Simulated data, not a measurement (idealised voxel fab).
This is a process module. Its name is voxel wiring stack.
160 nm wide, 5 nm square cells: that's cross-section cut.
The cross-sections in this document take the form of a grid made of square cells. They are written out as bands, in order from top to bottom. Each band consists of one or more rows of cells. Each band's line starts with the height of the band's top and of its bottom, in nm. Then come its materials from left to right, each with its width in nm. One material with "throughout" fills the band from edge to edge. "empty" is empty space. Heights are reckoned from 0. Under this level, the received wafer is all of one material. The bottommost band is open-ended downward, for example "0..down". Read "30->40" as a graded width: first number on top, second number at the bottom, same change between each pair of neighbouring rows. "remained unchanged" for a step: no cell of the cross-section changed in that step. Empty spaces counting at least 8 cells and having no open way to the top are listed in "Sealed void list". The notation width x height at distance is used for each, the distance being from the left edge and all three values in nm. Note: text after step settings on the step line = simulator remark on that step. For masked steps, "overlay nm" on the step line gives how far right of plan the mask actually lay; a minus sign means it lay to the left. Reading key. Pairs: pre-step and post-step cross-section, one process step apart; post-step view only to lowest changed band. Step between + settings: beneath pair. Runs: pairs may be from different runs of this module, same starting wafer. Continuation from pair above: only where "Before-step section" entry says.

Before-step section
	125..105: 45 of lowk; 25 of empty; 20 of lowk; 25 of empty; 45 of lowk
	105..90: 45 of lowk; 15 of empty; 100 of lowk
	90..85: 45 of SiCN; 15 of empty; 100 of SiCN
	85..65: 45 of SiO2; 25 of Ru; 20 of SiO2; 25 of Ru; 45 of SiO2
	65..60: 45 of SiO2; 25 of TiN; 20 of SiO2; 25 of TiN; 45 of SiO2
	60..40: 45 of lowk; 15 of Ru; 100 of lowk
	40..35: 45 of SiCN; 15 of Ru; 100 of SiCN
	35..15: 45 of SiO2; 5 of SiCN; 15 of Ru; 5 of SiCN; 20 of SiO2; 5 of SiCN; 15 of Ru; 5 of SiCN; 45 of SiO2
	15..10: 45 of SiN; 25 of SiCN; 20 of SiN; 25 of SiCN; 45 of SiN
	10..0: SiO2 throughout
	0..down: Si throughout
	Sealed void list: none

Post-Step Cross-Section
	130..125: 50 of TiN; 15 of empty; 30 of TiN; 15 of empty; 50 of TiN
	125..110: 45 of lowk; 5 of TiN; 15 of empty; 5 of TiN; 20 of lowk; 5 of TiN; 15 of empty; 5 of TiN; 45 of lowk
	110..105: 45 of lowk; 5 of TiN; 5 of empty; 15 of TiN; 20 of lowk; 25 of TiN; 45 of lowk
	105..90: 45 of lowk; 5 of TiN; 5 of empty; 5 of TiN; 100 of lowk
	90..85: 45 of SiCN; 15 of TiN; 100 of SiCN
	Everything below 85 is unchanged.
	Sealed void list: none
So what happened between those two cross-sections up there? CONFORMAL_DEP,material TiN,thk nm 5

Before-step section: after-state, pair directly above.

Post-Step Cross-Section
	140..130: Cu throughout
	130..125: 50 of TiN; 15 of Cu; 30 of TiN; 15 of Cu; 50 of TiN
	125..110: 45 of lowk; 5 of TiN; 15 of Cu; 5 of TiN; 20 of lowk; 5 of TiN; 15 of Cu; 5 of TiN; 45 of lowk
	110..105: 45 of lowk; 5 of TiN; 5 of Cu; 15 of TiN; 20 of lowk; 25 of TiN; 45 of lowk
	105..90: 45 of lowk; 5 of TiN; 5 of Cu; 5 of TiN; 100 of lowk
	Everything below 90 is unchanged.
	Sealed void list: none
So what happened between those two cross-sections up there? FILL_DEP,material Cu,thk nm 10

Before-step section: after-state, pair directly above.

Post-Step Cross-Section
	125..110: 45 of lowk; 5 of TiN; 15 of Cu; 5 of TiN; 20 of lowk; 5 of TiN; 15 of Cu; 5 of TiN; 45 of lowk
	Everything below 110 is unchanged.
	Sealed void list: none
So what happened between those two cross-sections up there? CMP,height nm 125

Before-step section: after-state, pair directly above.

Post-Step Cross-Section
	130..125: SiCN throughout
	Everything below 125 is unchanged.
	Sealed void list: none
So what happened between those two cross-sections up there? CONFORMAL_DEP,material SiCN,thk nm 5

Before-step section
	125..90: 45 of lowk; 15 of empty; 100 of lowk
	90..85: SiCN throughout
	85..65: 45 of SiO2; 25 of Ru; 20 of SiO2; 25 of Ru; 45 of SiO2
	65..60: 45 of SiO2; 25 of TiN; 20 of SiO2; 25 of TiN; 45 of SiO2
	60..40: 45 of lowk; 15 of Ru; 100 of lowk
	40..35: 45 of SiCN; 15 of Ru; 100 of SiCN
	35..15: 45 of SiO2; 5 of TiN; 15 of Ru; 5 of TiN; 20 of SiO2; 5 of TiN; 15 of Ru; 5 of TiN; 45 of SiO2
	15..10: 45 of SiN; 25 of TiN; 20 of SiN; 25 of TiN; 45 of SiN
	10..0: SiO2 throughout
	0..down: Si throughout
	Sealed void list: none

Post-Step Cross-Section
	145..125: 45 of empty; 25 of resist; 20 of empty; 25 of resist; 45 of empty
	125..90: 45 of lowk; 15 of resist; 100 of lowk
	Everything below 90 is unchanged.
	Sealed void list: none
So what happened between those two cross-sections up there? PATTERN,tone cover,mask id METAL_3,material resist,width nm 25,pitch nm 45,thk nm 20,overlay nm 0

Before-step section: after-state, pair directly above.

Post-Step Cross-Section
	145..125: 45 of empty; 25 of resist; 20 of empty; 25 of resist; 45 of empty
	125..105: 45 of empty; 15 of resist; 10 of lowk; 20 of empty; 25 of lowk; 45 of empty
	Everything below 105 is unchanged.
	Sealed void list: none
So what happened between those two cross-sections up there? DIRECTIONAL_ETCH,etch materials lowk,depth nm 20

Before-step section: after-state, pair directly above.

Post-Step Cross-Section
	125..105: 60 of empty; 10 of lowk; 20 of empty; 25 of lowk; 45 of empty
	105..90: 45 of lowk; 15 of empty; 100 of lowk
	Everything below 90 is unchanged.
	Sealed void list: none
So what happened between those two cross-sections up there? STRIP,etch materials resist

Before-step section: after-state, pair directly above.

Post-Step Cross-Section
	130..125: 55 of empty; 20 of TiN; 10 of empty; 35 of TiN; 40 of empty
	125..110: 55 of empty; 5 of TiN; 10 of lowk; 5 of TiN; 10 of empty; 5 of TiN; 25 of lowk; 5 of TiN; 40 of empty
	110..105: 50 of TiN; 5 of empty; 5 of TiN; 10 of lowk; 20 of TiN; 25 of lowk; 45 of TiN
	105..95: 45 of lowk; 5 of TiN; 5 of empty; 5 of TiN; 100 of lowk
	95..90: 45 of lowk; 15 of TiN; 100 of lowk
	Everything below 90 is unchanged.
	Sealed void list: none
So what happened between those two cross-sections up there? CONFORMAL_DEP,material TiN,thk nm 5

Before-step section: after-state, pair directly above.

Post-Step Cross-Section
	140..130: Cu throughout
	130..125: 55 of Cu; 20 of TiN; 10 of Cu; 35 of TiN; 40 of Cu
	125..110: 55 of Cu; 5 of TiN; 10 of lowk; 5 of TiN; 10 of Cu; 5 of TiN; 25 of lowk; 5 of TiN; 40 of Cu
	110..105: 50 of TiN; 5 of Cu; 5 of TiN; 10 of lowk; 20 of TiN; 25 of lowk; 45 of TiN
	105..95: 45 of lowk; 5 of TiN; 5 of Cu; 5 of TiN; 100 of lowk
	Everything below 95 is unchanged.
	Sealed void list: none
So what happened between those two cross-sections up there? FILL_DEP,material Cu,thk nm 10

Before-step section: after-state, pair directly above.

Post-Step Cross-Section
	125..110: 55 of Cu; 5 of TiN; 10 of lowk; 5 of TiN; 10 of Cu; 5 of TiN; 25 of lowk; 5 of TiN; 40 of Cu
	Everything below 110 is unchanged.
	Sealed void list: none
So what happened between those two cross-sections up there? CMP,height nm 125

Before-step section: after-state, pair directly above.

Post-Step Cross-Section
	130..125: SiCN throughout
	Everything below 125 is unchanged.
	Sealed void list: none
So what happened between those two cross-sections up there? CONFORMAL_DEP,material SiCN,thk nm 5
